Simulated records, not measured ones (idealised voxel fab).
You're looking at the process module voxel self aligned vias.
This is section cut - it's 190 nm across, gridded in 5 nm square cells.
If you're reading a cross-section in this doc, picture square cells in a grid; it comes to you as bands, top ones listed first down to the bottom, and a band can be one or more rows of cells.
Band: top and bottom heights (nm) first, top before bottom; then materials from left to right, widths in nm. "all across" marks a sole material filling the band edge to edge. "blank" denotes empty space.
Heights are reckoned from 0. Under this level, the received wafer is all of one material. The bottommost band is open-ended downward, for example "from 0 down".
Read "30..40" as a graded width: first number on top, second number at the bottom, same change between each pair of neighbouring rows.
Where a step carries "stayed the same", the cross-section came out of it unchanged, cell for cell.
The entry "Sealed internal cavities" lists the empty spaces that cover at least 8 cells and have no open path to the top. Each is written as width x height at distance, where the distance is measured from the left edge and all three values are in nm.
Whatever follows a step's settings on its line is a remark the simulator itself makes about that step.
overlay nm: step with mask; distance mask lay right of planned place; negative value = left of planned place.
Process steps (planned):
- 1: RECEIVE: material Si
- 2: CONFORMAL_DEP: material SiO2, thk nm 15
- 3: CONFORMAL_DEP: material SiCN, thk nm 5
- 4: DIRECTIONAL_DEP: material SiO2, thk nm 30
- 5: PATTERN: tone open, mask id LINES, material resist, width nm 20, pitch nm 60, thk nm 20, overlay nm 0
- 6: DIRECTIONAL_ETCH: etch materials SiO2, depth nm 30
- 7: STRIP: etch materials resist
- 8: CONFORMAL_DEP: material TiN, thk nm 5
- 9: FILL_DEP: material Ru, thk nm 10
- 10: CMP: height nm 50
- 11: SELECTIVE_ETCH: etch materials W Ru TiN, depth nm 5
- 12: FILL_DEP: material SiN, thk nm 10
- 13: CMP: height nm 50
- 14: DIRECTIONAL_DEP: material SiO2, thk nm 15
- 15: PATTERN: tone open, mask id VIAS, material resist, width nm 40, thk nm 15, overlay nm -15
- 16: DIRECTIONAL_ETCH: etch materials SiO2, depth nm 15
- 17: DIRECTIONAL_ETCH: etch materials SiN, depth nm 5
- 18: STRIP: etch materials resist
- 19: CONFORMAL_DEP: material TiN, thk nm 5
- 20: FILL_DEP: material Ru, thk nm 5
- 21: CMP: height nm 65
- 22: CONFORMAL_DEP: material SiN, thk nm 5
Variable across wafers: step 15 overlay nm (plan value is that of the first wafer; starting state common to all).
Cross-section, first of several wafers, as delivered after step 1:
- from 0 down: Si all across
- Sealed internal cavities: none
First of several wafers, sectioned at end of module (last step: step 22):
- from 70 to 65: SiN all across
- from 65 to 55: SiO2: 30, then TiN: 5, then Ru: 30, then TiN: 5, then SiO2: 120
- from 55 to 50: SiO2: 30, then TiN: 30, then Ru: 5, then TiN: 5, then SiO2: 120
- from 50 to 45: SiO2: 55, then TiN: 15, then SiN: 5, then SiO2: 40, then SiN: 20, then SiO2: 55
- from 45 to 25: SiO2: 55, then TiN: 5, then Ru: 10, then TiN: 5, then SiO2: 40, then TiN: 5, then Ru: 10, then TiN: 5, then SiO2: 55
- from 25 to 20: SiO2: 55, then TiN: 20, then SiO2: 40, then TiN: 20, then SiO2: 55
- from 20 to 15: SiCN all across
- from 15 to 0: SiO2 all across
- from 0 down: Si all across
- Sealed internal cavities: none
Here's the last wafer cross-sectioned at the end of the module:
- from 70 to 65: SiN all across
- from 65 to 55: SiO2: 60, then TiN: 5, then Ru: 30, then TiN: 5, then SiO2: 90
- from 55 to 50: SiO2: 60, then TiN: 5, then Ru: 5, then TiN: 30, then SiO2: 90
- from 50 to 45: SiO2: 55, then SiN: 5, then TiN: 15, then SiO2: 40, then SiN: 20, then SiO2: 55
- from 45 to 25: SiO2: 55, then TiN: 5, then Ru: 10, then TiN: 5, then SiO2: 40, then TiN: 5, then Ru: 10, then TiN: 5, then SiO2: 55
- from 25 to 20: SiO2: 55, then TiN: 20, then SiO2: 40, then TiN: 20, then SiO2: 55
- from 20 to 15: SiCN all across
- from 15 to 0: SiO2 all across
- from 0 down: Si all across
- Sealed internal cavities: none
Per-wafer rows below. For each material: cells gained (+) or lost (-) since the wafer was received, as of end of module. Then: closed voids:
overlay nm -15 | +29 Ru | +38 SiCN | +43 SiN | +384 SiO2 | +38 TiN | Sealed internal cavities: none
overlay nm -10 | +30 Ru | +38 SiCN | +42 SiN | +384 SiO2 | +38 TiN | Sealed internal cavities: none
overlay nm -5 | +30 Ru | +38 SiCN | +42 SiN | +384 SiO2 | +38 TiN | Sealed internal cavities: none
overlay nm 0 | +30 Ru | +38 SiCN | +42 SiN | +384 SiO2 | +38 TiN | Sealed internal cavities: none
overlay nm 5 | +30 Ru | +38 SiCN | +42 SiN | +384 SiO2 | +38 TiN | Sealed internal cavities: none
overlay nm 10 | +30 Ru | +38 SiCN | +42 SiN | +384 SiO2 | +38 TiN | Sealed internal cavities: none
overlay nm 15 | +29 Ru | +38 SiCN | +43 SiN | +384 SiO2 | +38 TiN | Sealed internal cavities: none
